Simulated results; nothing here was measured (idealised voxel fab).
This is a process module. Its name is voxel ribs on slabs.
Cross-section cut: width 225 nm, square cells of 5 nm.
How to read a cross-section here: the picture is a grid of square cells, written as bands going from the top down, and any band can span one or more rows of cells.
Heads up on the band format: heights come first, top then bottom, in nm. After that it's the materials left to right, each with its width in nm. A single material flagged "full width" fills the whole band edge to edge, and "air" means there's empty space there.
Below 0: as-received wafer, all one material; heights counted from there. Lowest band: no bottom, goes on down, written "0 and below".
Width spec "30..40" -> top row of cells at first value, bottom row at second value, equal per-row change in between.
Take "no change occurred" at face value: in the step it is given for, the cross-section changed in none of its cells.
Heads up: "Trapped void list" only lists the empty pockets with no open path to the top that are 8 cells or more, and it writes them as width x height at distance, distance from the left edge, in nm.
If you see something after the settings on a step's line, that's the simulator's own remark about that step.
"overlay nm" on a masked step: distance the mask lay right of its planned place, negative for left.
PLANNED PROCESS STEPS
1,RECEIVE with material Si
2,DIRECTIONAL_DEP with material SiO2, thk nm 25
3,DIRECTIONAL_DEP with material SiN, thk nm 15
4,DIRECTIONAL_DEP with material aC, thk nm 15
5,PATTERN with tone cover, mask id RIB, material resist, width nm 15, thk nm 35, overlay nm 0
6,DIRECTIONAL_ETCH with etch materials aC, depth nm 15
7,STRIP with etch materials resist
8,DIRECTIONAL_ETCH with etch materials SiN, depth nm 10
9,STRIP with etch materials aC
10,MASKED_ETCH with tone cover, mask id SLAB, width nm 55, etch materials SiN, depth nm 5, overlay nm 0
11,FILL_DEP with material SiO2, thk nm 20
12,CMP with height nm 55
13,DIRECTIONAL_DEP with material TiN, thk nm 5
14,PATTERN with tone cover, mask id HEATER, material resist, width nm 25, thk nm 20, overlay nm 0
15,DIRECTIONAL_ETCH with etch materials TiN, depth nm 5
16,STRIP with etch materials resist
17,CONFORMAL_DEP with material SiN, thk nm 10
DELIVERED WAFER IN CROSS-SECTION: STATE AFTER STEP 1
	0 and below = Si full width
	Trapped void list: none
RESULT OF THE MODULE, CROSS-SECTIONED: START PER ABOVE, PLAN PER ABOVE, ONE ERROR IN HOW IT WAS RUN
	70 down to 65 = air (90); SiN (45); air (90)
	65 down to 60 = SiN full width
	60 down to 55 = SiN (100); TiN (25); SiN (100)
	55 down to 15 = SiO2 full width
	15 down to 0 = SiN full width
	0 and below = Si full width
	Trapped void list: none
Short version of what went wrong: steps 2 and 3: order swapped relative to plan
